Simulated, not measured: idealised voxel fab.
Module name: voxel gate over fins (process module)
It is cross-section cut that appears here, measuring 280 nm in width, its square cells being 5 nm in size.
Cross-section layout: square cells on a grid; listed as bands, top to bottom; a band spans one or more cell rows. Band: top height; bottom height; in nm. Then, left to right: material with width in nm, for each material. "full width": a single material spanning edge to edge. "blank": empty space. Heads up on the height convention: 0 is the point under which the incoming wafer is all one material, and the lowest band has no bottom, it just keeps going down, like "from 0 down". The expression "30..40" gives the width at the extremes of the band, the first number at its top row of cells and the second at its bottom row, with the width changing by equal amounts from each row to the next in between. "remained the same" for a step: no cell of the cross-section changed in that step. Each empty space that has no open way to the top and spans at least 8 cells appears under "Closed internal voids" as width x height at distance, the distance counted from the left edge, all in nm. Post-settings text on a step line: simulator's own remark regarding the step. The optional step-line setting "overlay nm" applies to steps with a mask and quantifies how far to the right of its planned location the mask lay, a negative value indicating leftward placement.

-- Intended process steps
1 op RECEIVE | material Si
2 op CONFORMAL_DEP | material SiN | thk nm 10
3 op PATTERN | tone cover | mask id FINS | material resist | width nm 15 | pitch nm 45 | thk nm 20 | overlay nm 0
4 op DIRECTIONAL_ETCH | etch materials SiN | depth nm 10
5 op DIRECTIONAL_ETCH | etch materials Si | depth nm 35
6 op STRIP | etch materials resist
7 op OXIDIZE | depth nm 5
8 op FILL_DEP | material SiO2 | thk nm 10
9 op CMP | height nm 10
10 op SELECTIVE_ETCH | etch materials SiO2 | depth nm 20
11 op STRIP | etch materials SiN
12 op CONFORMAL_DEP | material HfO2 | thk nm 5
13 op CONFORMAL_DEP | material TiN | thk nm 5
14 op CONFORMAL_DEP | material TiAl | thk nm 5
15 op CONFORMAL_DEP | material TiN | thk nm 5
16 op FILL_DEP | material W | thk nm 10
17 op CMP | height nm 25
18 op CONFORMAL_DEP | material SiN | thk nm 10

-- So this is the incoming wafer in cross-section - it's already been through step 1
from 0 down: Si full width
Closed internal voids: none

-- First of two wafers at the end of the module, shown in cross-section; run carried out as planned
from 35 to 25: SiN full width
from 25 to 20: W full width
from 20 to 15: 95 nm W  90 nm TiN  95 nm W
from 15 to 10: 95 nm W  5 nm TiN  35 nm TiAl  10 nm TiN  35 nm TiAl  5 nm TiN  95 nm W
from 10 to 5: 100 nm TiN  5 nm TiAl  25 nm TiN  5 nm TiAl  10 nm TiN  5 nm TiAl  25 nm TiN  5 nm TiAl  100 nm TiN
from 5 to 0: 105 nm TiAl  5 nm TiN  15 nm HfO2  5 nm TiN  20 nm TiAl  5 nm TiN  15 nm HfO2  5 nm TiN  105 nm TiAl
from 0 to -5: 110 nm TiN  5 nm HfO2  5 nm Si  5 nm HfO2  30 nm TiN  5 nm HfO2  5 nm Si  5 nm HfO2  110 nm TiN
from -5 to -10: 115 nm HfO2  5 nm Si  40 nm HfO2  5 nm Si  115 nm HfO2
from -10 to -40: 115 nm SiO2  5 nm Si  40 nm SiO2  5 nm Si  115 nm SiO2
from -40 down: Si full width
Closed internal voids: none

-- Wafer two (of two), end-of-module cross-section: start = wafer one, plan = wafer one, one run mistake
from 35 to 25: SiN full width
from 25 to 20: 85 nm W  5 nm TiN  100 nm TiAl  5 nm TiN  85 nm W
from 20 to 15: 90 nm TiN  5 nm TiAl  90 nm TiN  5 nm TiAl  90 nm TiN
from 15 to 10: 95 nm TiAl  5 nm TiN  35 nm HfO2  10 nm TiN  35 nm HfO2  5 nm TiN  95 nm TiAl
from 10 to 5: 100 nm TiN  35 nm HfO2  10 nm TiN  35 nm HfO2  100 nm TiN
from 5 to 0: HfO2 full width
from 0 to -10: 115 nm HfO2  5 nm Si  40 nm HfO2  5 nm Si  115 nm HfO2
from -10 to -40: 115 nm SiO2  5 nm Si  40 nm SiO2  5 nm Si  115 nm SiO2
from -40 down: Si full width
Closed internal voids: none
Short version of what went wrong: off-plan run, step 12, actual operation and settings op CONFORMAL_DEP | material HfO2 | thk nm 15
Materials where the second wafer ends with more or fewer cells than the first: HfO2 +128, TiAl -4, TiN -26, W -98
